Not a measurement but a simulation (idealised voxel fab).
Process module name: voxel transistor to metal
Shown is cross-section cut, with a width of 155 nm and square cells of size 5 nm.
In this document a cross-section is written as a grid of square cells. It is given as a series of bands, listed from the top down, and a band is one or more rows of cells. Band entry format. Leading values: height of top, height of bottom, nm. Remainder: materials in left-to-right order, each with its width in nm. Special words: "full width" on a single material, which then fills the band edge to edge; "blank", empty space. Height reference: 0 = level under which incoming wafer is all one material. Lowest band: no bottom, runs on downward, e.g. "from 0 down". Width "30 to 40": first value at the band's top row of cells, second value at its bottom row, equal change from row to row. When a step is marked "nothing was modified", none of the cells in the cross-section changed during that step. Empty spaces without an open route to the top, at least 8 cells in extent, make up the entry "Closed voids list"; each is given as width x height at distance, where the distance is measured from the left edge, and all are in nm. The remark found on a step's line after its settings is issued by the simulator itself and pertains to that step. overlay nm, on a step with a mask: how far to the right of its planned place the mask lay; to the left if negative.

Process steps foreseen in the plan
- 1: RECEIVE: material Si
- 2: CONFORMAL_DEP: material SiO2, thk nm 5
- 3: CONFORMAL_DEP: material SiN, thk nm 15
- 4: MASKED_ETCH: tone cover, mask id ACTIVE, width nm 95, etch materials SiN, depth nm 15, overlay nm 0
- 5: MASKED_ETCH: tone cover, mask id ACTIVE, width nm 95, etch materials SiO2, depth nm 5, overlay nm 0
- 6: MASKED_ETCH: tone cover, mask id ACTIVE, width nm 95, etch materials Si, depth nm 25, overlay nm 0
- 7: FILL_DEP: material SiO2, thk nm 5
- 8: CMP: height nm 20
- 9: SELECTIVE_ETCH: etch materials SiO2, depth nm 15
- 10: STRIP: etch materials SiN
- 11: SELECTIVE_ETCH: etch materials SiO2, depth nm 5
- 12: OXIDIZE: depth nm 5
- 13: DIRECTIONAL_DEP: material polySi, thk nm 20
- 14: DIRECTIONAL_DEP: material SiCN, thk nm 10
- 15: DIRECTIONAL_DEP: material aC, thk nm 10
- 16: PATTERN: tone cover, mask id GATE, material resist, width nm 25, thk nm 25, overlay nm 0
- 17: DIRECTIONAL_ETCH: etch materials aC, depth nm 10
- 18: STRIP: etch materials resist
- 19: DIRECTIONAL_ETCH: etch materials SiCN, depth nm 20
- 20: DIRECTIONAL_ETCH: etch materials polySi, depth nm 30
- 21: STRIP: etch materials aC
- 22: CONFORMAL_DEP: material SiO2, thk nm 5
- 23: DIRECTIONAL_ETCH: etch materials SiO2, depth nm 5
- 24: CONFORMAL_DEP: material SiN, thk nm 5
- 25: DIRECTIONAL_ETCH: etch materials SiN, depth nm 5
- 26: DIRECTIONAL_ETCH: etch materials SiO2, depth nm 5
- 27: EPI: material pSi, thk nm 5
- 28: FILL_DEP: material SiO2, thk nm 10
- 29: CMP: height nm 20
- 30: STRIP: etch materials polySi
- 31: SELECTIVE_ETCH: etch materials SiO2, depth nm 5
- 32: CONFORMAL_DEP: material HfO2, thk nm 5
- 33: CONFORMAL_DEP: material TiN, thk nm 5
- 34: FILL_DEP: material W, thk nm 5
- 35: CMP: height nm 15
- 36: DIRECTIONAL_DEP: material SiO2, thk nm 15
- 37: MASKED_ETCH: tone open, mask id CONTACT, width nm 15, pitch nm 70, etch materials SiO2, depth nm 30, overlay nm 0
- 38: CONFORMAL_DEP: material TiN, thk nm 5
- 39: FILL_DEP: material Ru, thk nm 5
- 40: CMP: height nm 30
- 41: DIRECTIONAL_DEP: material TiN, thk nm 5
- 42: DIRECTIONAL_DEP: material W, thk nm 15
- 43: PATTERN: tone cover, mask id METAL_1, material resist, width nm 15, pitch nm 70, thk nm 15, overlay nm 0
- 44: DIRECTIONAL_ETCH: etch materials W, depth nm 15
- 45: DIRECTIONAL_ETCH: etch materials TiN, depth nm 5
- 46: STRIP: etch materials resist
- 47: CONFORMAL_DEP: material SiCN, thk nm 5
- 48: FILL_DEP: material SiO2, thk nm 5
- 49: CMP: height nm 50
- 50: CONFORMAL_DEP: material SiCN, thk nm 5
- 51: DIRECTIONAL_DEP: material SiO2, thk nm 35
- 52: PATTERN: tone open, mask id METAL_2, material resist, width nm 15, pitch nm 70, thk nm 20, overlay nm 0
- 53: DIRECTIONAL_ETCH: etch materials SiO2, depth nm 20
- 54: STRIP: etch materials resist
- 55: PATTERN: tone open, mask id METAL_2_HOLES, material resist, width nm 15, pitch nm 70, thk nm 15, overlay nm 0
- 56: DIRECTIONAL_ETCH: etch materials SiO2, depth nm 15
- 57: DIRECTIONAL_ETCH: etch materials SiCN, depth nm 5
- 58: STRIP: etch materials resist
- 59: CONFORMAL_DEP: material TiN, thk nm 5
- 60: FILL_DEP: material Ru, thk nm 5
- 61: CMP: height nm 90
- 62: CONFORMAL_DEP: material SiCN, thk nm 5

Account of the first of two wafers, which was processed as intended

Shown in cross-section is the wafer as received, that is, as it stands after step 1
- from 0 down = Si full width
- Closed voids list: none

So this is the wafer cross-section right after step 2
- from 5 to 0 = SiO2 full width
- below 0: unchanged

So this is the wafer cross-section right after step 3
- from 20 to 5 = SiN full width
- below 5: unchanged

So this is the wafer cross-section right after step 4
- from 20 to 5 = blank: 30, SiN: 95, blank: 30
- below 5: unchanged

So this is the wafer cross-section right after step 5
- from 20 to 5 = blank: 30, SiN: 95, blank: 30
- from 5 to 0 = blank: 30, SiO2: 95, blank: 30
- below 0: unchanged

So this is the wafer cross-section right after step 6
- from 20 to 5 = blank: 30, SiN: 95, blank: 30
- from 5 to 0 = blank: 30, SiO2: 95, blank: 30
- from 0 to -25 = blank: 30, Si: 95, blank: 30
- below -25: unchanged

So this is the wafer cross-section right after step 7
- from 25 to 20 = SiO2 full width
- from 20 to 5 = SiO2: 30, SiN: 95, SiO2: 30
- from 5 to 0 = SiO2 full width
- from 0 to -25 = SiO2: 30, Si: 95, SiO2: 30
- below -25: unchanged

So this is the wafer cross-section right after step 8
- from 20 to 5 = SiO2: 30, SiN: 95, SiO2: 30
- below 5: unchanged

So this is the wafer cross-section right after step 9
- from 20 to 5 = blank: 30, SiN: 95, blank: 30
- below 5: unchanged

So this is the wafer cross-section right after step 10
- from 5 to 0 = SiO2 full width
- below 0: unchanged

So this is the wafer cross-section right after step 11
- from 0 to -25 = SiO2: 30, Si: 95, SiO2: 30
- below -25: unchanged

So this is the wafer cross-section right after step 12
- from 0 to -5 = SiO2 full width
- below -5: unchanged

So this is the wafer cross-section right after step 13
- from 20 to 0 = polySi full width
- below 0: unchanged

So this is the wafer cross-section right after step 14
- from 30 to 20 = SiCN full width
- below 20: unchanged

So this is the wafer cross-section right after step 15
- from 40 to 30 = aC full width
- below 30: unchanged

So this is the wafer cross-section right after step 16
- from 65 to 40 = blank: 65, resist: 25, blank: 65
- below 40: unchanged

So this is the wafer cross-section right after step 17
- from 55 to 40 = blank: 65, resist: 25, blank: 65
- from 40 to 30 = blank: 65, aC: 25, blank: 65
- below 30: unchanged

So this is the wafer cross-section right after step 18
- from 40 to 30 = blank: 65, aC: 25, blank: 65
- below 30: unchanged

So this is the wafer cross-section right after step 19
- from 40 to 30 = blank: 65, aC: 25, blank: 65
- from 30 to 20 = blank: 65, SiCN: 25, blank: 65
- below 20: unchanged

So this is the wafer cross-section right after step 20
- from 40 to 30 = blank: 65, aC: 25, blank: 65
- from 30 to 20 = blank: 65, SiCN: 25, blank: 65
- from 20 to 0 = blank: 65, polySi: 25, blank: 65
- below 0: unchanged

So this is the wafer cross-section right after step 21
- from 30 to 20 = blank: 65, SiCN: 25, blank: 65
- below 20: unchanged

So this is the wafer cross-section right after step 22
- from 35 to 30 = blank: 60, SiO2: 35, blank: 60
- from 30 to 20 = blank: 60, SiO2: 5, SiCN: 25, SiO2: 5, blank: 60
- from 20 to 5 = blank: 60, SiO2: 5, polySi: 25, SiO2: 5, blank: 60
- from 5 to 0 = SiO2: 65, polySi: 25, SiO2: 65
- below 0: unchanged

So this is the wafer cross-section right after step 23
- from 30 to 20 = blank: 60, SiO2: 5, SiCN: 25, SiO2: 5, blank: 60
- from 20 to 0 = blank: 60, SiO2: 5, polySi: 25, SiO2: 5, blank: 60
- below 0: unchanged

So this is the wafer cross-section right after step 24
- from 35 to 30 = blank: 55, SiN: 45, blank: 55
- from 30 to 20 = blank: 55, SiN: 5, SiO2: 5, SiCN: 25, SiO2: 5, SiN: 5, blank: 55
- from 20 to 5 = blank: 55, SiN: 5, SiO2: 5, polySi: 25, SiO2: 5, SiN: 5, blank: 55
- from 5 to 0 = SiN: 60, SiO2: 5, polySi: 25, SiO2: 5, SiN: 60
- below 0: unchanged

So this is the wafer cross-section right after step 25
- from 30 to 20 = blank: 55, SiN: 5, SiO2: 5, SiCN: 25, SiO2: 5, SiN: 5, blank: 55
- from 20 to 0 = blank: 55, SiN: 5, SiO2: 5, polySi: 25, SiO2: 5, SiN: 5, blank: 55
- below 0: unchanged

So this is the wafer cross-section right after step 26
- from 30 to 25 = blank: 55, SiN: 5, blank: 5, SiCN: 25, blank: 5, SiN: 5, blank: 55
- from 25 to 20 = blank: 55, SiN: 5, SiO2: 5, SiCN: 25, SiO2: 5, SiN: 5, blank: 55
- from 20 to 0 = blank: 55, SiN: 5, SiO2: 5, polySi: 25, SiO2: 5, SiN: 5, blank: 55
- from 0 to -5 = blank: 55, SiO2: 45, blank: 55
- below -5: unchanged

So this is the wafer cross-section right after step 27
- from 30 to 25 = blank: 55, SiN: 5, blank: 5, SiCN: 25, blank: 5, SiN: 5, blank: 55
- from 25 to 20 = blank: 55, SiN: 5, SiO2: 5, SiCN: 25, SiO2: 5, SiN: 5, blank: 55
- from 20 to 0 = blank: 55, SiN: 5, SiO2: 5, polySi: 25, SiO2: 5, SiN: 5, blank: 55
- from 0 to -5 = blank: 25, pSi: 30, SiO2: 45, pSi: 30, blank: 25
- below -5: unchanged

So this is the wafer cross-section right after step 28
- from 40 to 30 = SiO2 full width
- from 30 to 20 = SiO2: 55, SiN: 5, SiO2: 5, SiCN: 25, SiO2: 5, SiN: 5, SiO2: 55
- from 20 to 0 = SiO2: 55, SiN: 5, SiO2: 5, polySi: 25, SiO2: 5, SiN: 5, SiO2: 55
- from 0 to -5 = SiO2: 25, pSi: 30, SiO2: 45, pSi: 30, SiO2: 25
- below -5: unchanged

So this is the wafer cross-section right after step 29
- from 20 to 0 = SiO2: 55, SiN: 5, SiO2: 5, polySi: 25, SiO2: 5, SiN: 5, SiO2: 55
- below 0: unchanged

So this is the wafer cross-section right after step 30
- from 20 to 0 = SiO2: 55, SiN: 5, SiO2: 5, blank: 25, SiO2: 5, SiN: 5, SiO2: 55
- below 0: unchanged

So this is the wafer cross-section right after step 31
- from 20 to 15 = blank: 55, SiN: 5, blank: 35, SiN: 5, blank: 55
- from 15 to 0 = SiO2: 55, SiN: 5, blank: 35, SiN: 5, SiO2: 55
- from 0 to -5 = SiO2: 25, pSi: 30, SiO2: 5, blank: 35, SiO2: 5, pSi: 30, SiO2: 25
- below -5: unchanged

So this is the wafer cross-section right after step 32
- from 25 to 20 = blank: 50, HfO2: 15, blank: 25, HfO2: 15, blank: 50
- from 20 to 15 = HfO2: 55, SiN: 5, HfO2: 5, blank: 25, HfO2: 5, SiN: 5, HfO2: 55
- from 15 to 0 = SiO2: 55, SiN: 5, HfO2: 5, blank: 25, HfO2: 5, SiN: 5, SiO2: 55
- from 0 to -5 = SiO2: 25, pSi: 30, SiO2: 5, HfO2: 35, SiO2: 5, pSi: 30, SiO2: 25
- below -5: unchanged

So this is the wafer cross-section right after step 33
- from 30 to 25 = blank: 45, TiN: 25, blank: 15, TiN: 25, blank: 45
- from 25 to 20 = TiN: 50, HfO2: 15, TiN: 5, blank: 15, TiN: 5, HfO2: 15, TiN: 50
- from 20 to 15 = HfO2: 55, SiN: 5, HfO2: 5, TiN: 5, blank: 15, TiN: 5, HfO2: 5, SiN: 5, HfO2: 55
- from 15 to 5 = SiO2: 55, SiN: 5, HfO2: 5, TiN: 5, blank: 15, TiN: 5, HfO2: 5, SiN: 5, SiO2: 55
- from 5 to 0 = SiO2: 55, SiN: 5, HfO2: 5, TiN: 25, HfO2: 5, SiN: 5, SiO2: 55
- below 0: unchanged

So this is the wafer cross-section right after step 34
- from 35 to 30 = W full width
- from 30 to 25 = W: 45, TiN: 25, W: 15, TiN: 25, W: 45
- from 25 to 20 = TiN: 50, HfO2: 15, TiN: 5, W: 15, TiN: 5, HfO2: 15, TiN: 50
- from 20 to 15 = HfO2: 55, SiN: 5, HfO2: 5, TiN: 5, W: 15, TiN: 5, HfO2: 5, SiN: 5, HfO2: 55
- from 15 to 5 = SiO2: 55, SiN: 5, HfO2: 5, TiN: 5, W: 15, TiN: 5, HfO2: 5, SiN: 5, SiO2: 55
- below 5: unchanged

So this is the wafer cross-section right after step 35
- from 15 to 5 = SiO2: 55, SiN: 5, HfO2: 5, TiN: 5, W: 15, TiN: 5, HfO2: 5, SiN: 5, SiO2: 55
- below 5: unchanged

So this is the wafer cross-section right after step 36
- from 30 to 15 = SiO2 full width
- below 15: unchanged

So this is the wafer cross-section right after step 37
- from 30 to 15 = SiO2: 35, blank: 15, SiO2: 55, blank: 15, SiO2: 35
- from 15 to 5 = SiO2: 35, blank: 15, SiO2: 5, SiN: 5, HfO2: 5, TiN: 5, W: 15, TiN: 5, HfO2: 5, SiN: 5, SiO2: 5, blank: 15, SiO2: 35
- from 5 to 0 = SiO2: 35, blank: 15, SiO2: 5, SiN: 5, HfO2: 5, TiN: 25, HfO2: 5, SiN: 5, SiO2: 5, blank: 15, SiO2: 35
- below 0: unchanged

So this is the wafer cross-section right after step 38
- from 35 to 30 = TiN: 40, blank: 5, TiN: 65, blank: 5, TiN: 40
- from 30 to 15 = SiO2: 35, TiN: 5, blank: 5, TiN: 5, SiO2: 55, TiN: 5, blank: 5, TiN: 5, SiO2: 35
- from 15 to 5 = SiO2: 35, TiN: 5, blank: 5, TiN: 5, SiO2: 5, SiN: 5, HfO2: 5, TiN: 5, W: 15, TiN: 5, HfO2: 5, SiN: 5, SiO2: 5, TiN: 5, blank: 5, TiN: 5, SiO2: 35
- from 5 to 0 = SiO2: 35, TiN: 15, SiO2: 5, SiN: 5, HfO2: 5, TiN: 25, HfO2: 5, SiN: 5, SiO2: 5, TiN: 15, SiO2: 35
- below 0: unchanged

So this is the wafer cross-section right after step 39
- from 40 to 35 = Ru full width
- from 35 to 30 = TiN: 40, Ru: 5, TiN: 65, Ru: 5, TiN: 40
- from 30 to 15 = SiO2: 35, TiN: 5, Ru: 5, TiN: 5, SiO2: 55, TiN: 5, Ru: 5, TiN: 5, SiO2: 35
- from 15 to 5 = SiO2: 35, TiN: 5, Ru: 5, TiN: 5, SiO2: 5, SiN: 5, HfO2: 5, TiN: 5, W: 15, TiN: 5, HfO2: 5, SiN: 5, SiO2: 5, TiN: 5, Ru: 5, TiN: 5, SiO2: 35
- below 5: unchanged

So this is the wafer cross-section right after step 40
- from 30 to 15 = SiO2: 35, TiN: 5, Ru: 5, TiN: 5, SiO2: 55, TiN: 5, Ru: 5, TiN: 5, SiO2: 35
- below 15: unchanged

So this is the wafer cross-section right after step 41
- from 35 to 30 = TiN full width
- below 30: unchanged

So this is the wafer cross-section right after step 42
- from 50 to 35 = W full width
- below 35: unchanged

So this is the wafer cross-section right after step 43
- from 65 to 50 = blank: 35, resist: 15, blank: 55, resist: 15, blank: 35
- below 50: unchanged

So this is the wafer cross-section right after step 44
- from 65 to 50 = blank: 35, resist: 15, blank: 55, resist: 15, blank: 35
- from 50 to 35 = blank: 35, W: 15, blank: 55, W: 15, blank: 35
- below 35: unchanged

So this is the wafer cross-section right after step 45
- from 65 to 50 = blank: 35, resist: 15, blank: 55, resist: 15, blank: 35
- from 50 to 35 = blank: 35, W: 15, blank: 55, W: 15, blank: 35
- from 35 to 30 = blank: 35, TiN: 15, blank: 55, TiN: 15, blank: 35
- below 30: unchanged

So this is the wafer cross-section right after step 46
- from 50 to 35 = blank: 35, W: 15, blank: 55, W: 15, blank: 35
- below 35: unchanged

So this is the wafer cross-section right after step 47
- from 55 to 50 = blank: 30, SiCN: 25, blank: 45, SiCN: 25, blank: 30
- from 50 to 35 = blank: 30, SiCN: 5, W: 15, SiCN: 5, blank: 45, SiCN: 5, W: 15, SiCN: 5, blank: 30
- from 35 to 30 = SiCN: 35, TiN: 15, SiCN: 55, TiN: 15, SiCN: 35
- below 30: unchanged

So this is the wafer cross-section right after step 48
- from 60 to 55 = SiO2 full width
- from 55 to 50 = SiO2: 30, SiCN: 25, SiO2: 45, SiCN: 25, SiO2: 30
- from 50 to 35 = SiO2: 30, SiCN: 5, W: 15, SiCN: 5, SiO2: 45, SiCN: 5, W: 15, SiCN: 5, SiO2: 30
- below 35: unchanged

So this is the wafer cross-section right after step 49
- from 50 to 35 = SiO2: 30, SiCN: 5, W: 15, SiCN: 5, SiO2: 45, SiCN: 5, W: 15, SiCN: 5, SiO2: 30
- below 35: unchanged

So this is the wafer cross-section right after step 50
- from 55 to 50 = SiCN full width
- below 50: unchanged

So this is the wafer cross-section right after step 51
- from 90 to 55 = SiO2 full width
- below 55: unchanged

So this is the wafer cross-section right after step 52
- from 110 to 90 = resist: 35, blank: 15, resist: 55, blank: 15, resist: 35
- below 90: unchanged

So this is the wafer cross-section right after step 53
- from 110 to 90 = resist: 35, blank: 15, resist: 55, blank: 15, resist: 35
- from 90 to 70 = SiO2: 35, blank: 15, SiO2: 55, blank: 15, SiO2: 35
- below 70: unchanged

So this is the wafer cross-section right after step 54
- from 90 to 70 = SiO2: 35, blank: 15, SiO2: 55, blank: 15, SiO2: 35
- below 70: unchanged

So this is the wafer cross-section right after step 55
- from 105 to 90 = resist: 35, blank: 15, resist: 55, blank: 15, resist: 35
- below 90: unchanged

So this is the wafer cross-section right after step 56
- from 105 to 90 = resist: 35, blank: 15, resist: 55, blank: 15, resist: 35
- from 90 to 55 = SiO2: 35, blank: 15, SiO2: 55, blank: 15, SiO2: 35
- below 55: unchanged

So this is the wafer cross-section right after step 57
- from 105 to 90 = resist: 35, blank: 15, resist: 55, blank: 15, resist: 35
- from 90 to 55 = SiO2: 35, blank: 15, SiO2: 55, blank: 15, SiO2: 35
- from 55 to 50 = SiCN: 35, blank: 15, SiCN: 55, blank: 15, SiCN: 35
- below 50: unchanged

So this is the wafer cross-section right after step 58
- from 90 to 55 = SiO2: 35, blank: 15, SiO2: 55, blank: 15, SiO2: 35
- below 55: unchanged

So this is the wafer cross-section right after step 59
- from 95 to 90 = TiN: 40, blank: 5, TiN: 65, blank: 5, TiN: 40
- from 90 to 55 = SiO2: 35, TiN: 5, blank: 5, TiN: 5, SiO2: 55, TiN: 5, blank: 5, TiN: 5, SiO2: 35
- from 55 to 50 = SiCN: 35, TiN: 15, SiCN: 55, TiN: 15, SiCN: 35
- below 50: unchanged

So this is the wafer cross-section right after step 60
- from 100 to 95 = Ru full width
- from 95 to 90 = TiN: 40, Ru: 5, TiN: 65, Ru: 5, TiN: 40
- from 90 to 55 = SiO2: 35, TiN: 5, Ru: 5, TiN: 5, SiO2: 55, TiN: 5, Ru: 5, TiN: 5, SiO2: 35
- below 55: unchanged

So this is the wafer cross-section right after step 61
- from 90 to 55 = SiO2: 35, TiN: 5, Ru: 5, TiN: 5, SiO2: 55, TiN: 5, Ru: 5, TiN: 5, SiO2: 35
- below 55: unchanged

So this is the wafer cross-section right after step 62
- from 95 to 90 = SiCN full width
- below 90: unchanged

Companion wafer, the second of two: same beginning, same intended sequence, one mistake in carrying it out; through step 38 inclusive it tracks the first exactly

Cross-section: second wafer, time at which step 39 was scheduled to end
- from 40 to 35 = polySi full width
- from 35 to 30 = TiN: 40, polySi: 5, TiN: 65, polySi: 5, TiN: 40
- from 30 to 15 = SiO2: 35, TiN: 5, polySi: 5, TiN: 5, SiO2: 55, TiN: 5, polySi: 5, TiN: 5, SiO2: 35
- from 15 to 5 = SiO2: 35, TiN: 5, polySi: 5, TiN: 5, SiO2: 5, SiN: 5, HfO2: 5, TiN: 5, W: 15, TiN: 5, HfO2: 5, SiN: 5, SiO2: 5, TiN: 5, polySi: 5, TiN: 5, SiO2: 35
- below 5: unchanged

Cross-section: second wafer, time at which step 40 was scheduled to end
- from 30 to 15 = SiO2: 35, TiN: 5, polySi: 5, TiN: 5, SiO2: 55, TiN: 5, polySi: 5, TiN: 5, SiO2: 35
- below 15: unchanged

Cross-section: second wafer, time at which step 41 was scheduled to end
- from 35 to 30 = TiN full width
- below 30: unchanged

Cross-section: second wafer, time at which step 42 was scheduled to end
- from 50 to 35 = W full width
- below 35: unchanged

Cross-section: second wafer, time at which step 43 was scheduled to end
- from 65 to 50 = blank: 35, resist: 15, blank: 55, resist: 15, blank: 35
- below 50: unchanged

Cross-section: second wafer, time at which step 44 was scheduled to end
- from 65 to 50 = blank: 35, resist: 15, blank: 55, resist: 15, blank: 35
- from 50 to 35 = blank: 35, W: 15, blank: 55, W: 15, blank: 35
- below 35: unchanged

Cross-section: second wafer, time at which step 45 was scheduled to end
- from 65 to 50 = blank: 35, resist: 15, blank: 55, resist: 15, blank: 35
- from 50 to 35 = blank: 35, W: 15, blank: 55, W: 15, blank: 35
- from 35 to 30 = blank: 35, TiN: 15, blank: 55, TiN: 15, blank: 35
- below 30: unchanged

Cross-section: second wafer, time at which step 46 was scheduled to end
- from 50 to 35 = blank: 35, W: 15, blank: 55, W: 15, blank: 35
- below 35: unchanged

Cross-section: second wafer, time at which step 47 was scheduled to end
- from 55 to 50 = blank: 30, SiCN: 25, blank: 45, SiCN: 25, blank: 30
- from 50 to 35 = blank: 30, SiCN: 5, W: 15, SiCN: 5, blank: 45, SiCN: 5, W: 15, SiCN: 5, blank: 30
- from 35 to 30 = SiCN: 35, TiN: 15, SiCN: 55, TiN: 15, SiCN: 35
- below 30: unchanged

Cross-section: second wafer, time at which step 48 was scheduled to end
- from 60 to 55 = SiO2 full width
- from 55 to 50 = SiO2: 30, SiCN: 25, SiO2: 45, SiCN: 25, SiO2: 30
- from 50 to 35 = SiO2: 30, SiCN: 5, W: 15, SiCN: 5, SiO2: 45, SiCN: 5, W: 15, SiCN: 5, SiO2: 30
- below 35: unchanged

Cross-section: second wafer, time at which step 49 was scheduled to end
- from 50 to 35 = SiO2: 30, SiCN: 5, W: 15, SiCN: 5, SiO2: 45, SiCN: 5, W: 15, SiCN: 5, SiO2: 30
- below 35: unchanged

Cross-section: second wafer, time at which step 50 was scheduled to end
- from 55 to 50 = SiCN full width
- below 50: unchanged

Cross-section: second wafer, time at which step 51 was scheduled to end
- from 90 to 55 = SiO2 full width
- below 55: unchanged

Cross-section: second wafer, time at which step 52 was scheduled to end
- from 110 to 90 = resist: 35, blank: 15, resist: 55, blank: 15, resist: 35
- below 90: unchanged

Cross-section: second wafer, time at which step 53 was scheduled to end
- from 110 to 90 = resist: 35, blank: 15, resist: 55, blank: 15, resist: 35
- from 90 to 70 = SiO2: 35, blank: 15, SiO2: 55, blank: 15, SiO2: 35
- below 70: unchanged

Cross-section: second wafer, time at which step 54 was scheduled to end
- from 90 to 70 = SiO2: 35, blank: 15, SiO2: 55, blank: 15, SiO2: 35
- below 70: unchanged

Cross-section: second wafer, time at which step 55 was scheduled to end
- from 105 to 90 = resist: 35, blank: 15, resist: 55, blank: 15, resist: 35
- below 90: unchanged

Cross-section: second wafer, time at which step 56 was scheduled to end
- from 105 to 90 = resist: 35, blank: 15, resist: 55, blank: 15, resist: 35
- from 90 to 55 = SiO2: 35, blank: 15, SiO2: 55, blank: 15, SiO2: 35
- below 55: unchanged

Cross-section: second wafer, time at which step 57 was scheduled to end
- from 105 to 90 = resist: 35, blank: 15, resist: 55, blank: 15, resist: 35
- from 90 to 55 = SiO2: 35, blank: 15, SiO2: 55, blank: 15, SiO2: 35
- from 55 to 50 = SiCN: 35, blank: 15, SiCN: 55, blank: 15, SiCN: 35
- below 50: unchanged

Cross-section: second wafer, time at which step 58 was scheduled to end
- from 90 to 55 = SiO2: 35, blank: 15, SiO2: 55, blank: 15, SiO2: 35
- below 55: unchanged

Cross-section: second wafer, time at which step 59 was scheduled to end
- from 95 to 90 = TiN: 40, blank: 5, TiN: 65, blank: 5, TiN: 40
- from 90 to 55 = SiO2: 35, TiN: 5, blank: 5, TiN: 5, SiO2: 55, TiN: 5, blank: 5, TiN: 5, SiO2: 35
- from 55 to 50 = SiCN: 35, TiN: 15, SiCN: 55, TiN: 15, SiCN: 35
- below 50: unchanged

Cross-section: second wafer, time at which step 60 was scheduled to end
- from 100 to 95 = Ru full width
- from 95 to 90 = TiN: 40, Ru: 5, TiN: 65, Ru: 5, TiN: 40
- from 90 to 55 = SiO2: 35, TiN: 5, Ru: 5, TiN: 5, SiO2: 55, TiN: 5, Ru: 5, TiN: 5, SiO2: 35
- below 55: unchanged

Cross-section: second wafer, time at which step 61 was scheduled to end
- from 90 to 55 = SiO2: 35, TiN: 5, Ru: 5, TiN: 5, SiO2: 55, TiN: 5, Ru: 5, TiN: 5, SiO2: 35
- below 55: unchanged

Cross-section: second wafer, time at which step 62 was scheduled to end
- from 95 to 90 = SiCN full width
- below 90: unchanged
Misprocessing identified: heads up, step 39 didn't go per plan, it actually ran as FILL_DEP: material polySi, thk nm 5
Cell-count delta at end, second wafer over first, by material: Ru: 10 fewer | polySi: 10 more
